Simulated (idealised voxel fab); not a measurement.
Process module heading - voxel fin reveal
Section cut is 220 nm wide and gridded with 5 nm square cells.
Format of a cross-section: grid, square cells. Given as bands. Order: top down. Band: one or more rows of cells. This entry defines a band. It first specifies the height of the band's top and the height of its bottom in nm, and then specifies the band's materials from left to right, stating each material with its width in nm. The word "all across" identifies a single material that fills the band from edge to edge, while the word "empty" identifies empty space. Counting heights begins at 0, where everything beneath is, in the wafer as received, one material. The lowest band has no bottom; it goes on downwards, as "0 and below" shows. The expression "30 to 40" gives the width at the extremes of the band, the first number at its top row of cells and the second at its bottom row, with the width changing by equal amounts from each row to the next in between. You'll sometimes find "same as before" written for a step, and that's the way of saying that nowhere in the cross-section did a cell change during that step. Look at "Fully enclosed voids" for the closed voids: empty spaces with no open path to the top, sized 8 cells or up. Each is width x height at distance, distance from the left edge, all nm. Where a step's line continues beyond its settings, the continuation is a remark by the simulator itself on that step. What "overlay nm" on a step's line means: if the step has a mask, that mask lay this far to the right of its planned place, or, when the value is negative, to the left.

### The planned process steps are enumerated hereunder
- 1: RECEIVE (material Si)
- 2: CONFORMAL_DEP (material SiN; thk nm 10)
- 3: PATTERN (tone cover; mask id FINS; material resist; width nm 15; pitch nm 35; thk nm 20; overlay nm 0)
- 4: DIRECTIONAL_ETCH (etch materials SiN; depth nm 10)
- 5: DIRECTIONAL_ETCH (etch materials Si; depth nm 30)
- 6: STRIP (etch materials resist)
- 7: FILL_DEP (material SiO2; thk nm 15)
- 8: CMP (height nm 0)
- 9: SELECTIVE_ETCH (etch materials SiO2; depth nm 25)
- 10: STRIP (etch materials SiN)
It is noted that the wafers described herein are identical at the outset and are distinguished by the height nm of step 8; the value stated in the plan corresponds to the first wafer.

### This is how the first of several wafers looked in cross-section when it arrived, which is after step 1
  0 and below | Si all across
  Fully enclosed voids: none

### Here is the cross-section of the first of several wafers at the end of the module, after its last step, step 10
  0 down to -25 | empty 85 nm | Si 15 nm | empty 20 nm | Si 15 nm | empty 85 nm
  -25 down to -30 | SiO2 85 nm | Si 15 nm | SiO2 20 nm | Si 15 nm | SiO2 85 nm
  -30 and below | Si all across
  Fully enclosed voids: none

### Here's the last wafer cross-sectioned at the end of the module
  0 down to -30 | SiO2 85 nm | Si 15 nm | SiO2 20 nm | Si 15 nm | SiO2 85 nm
  -30 and below | Si all across
  Fully enclosed voids: none

### Below, a row for every wafer. Read it as the end-of-module picture: for each material the wafer shows its cells gained (+) or lost (-) since it was received, and then its closed voids
height nm 0; -228 Si; +38 SiO2; Fully enclosed voids: none
height nm 5; -228 Si; +76 SiO2; Fully enclosed voids: none
height nm 10; -228 Si; +114 SiO2; Fully enclosed voids: none
height nm 15; -228 Si; +152 SiO2; Fully enclosed voids: none
height nm 20; -228 Si; +190 SiO2; Fully enclosed voids: none
height nm 25; -228 Si; +228 SiO2; Fully enclosed voids: none
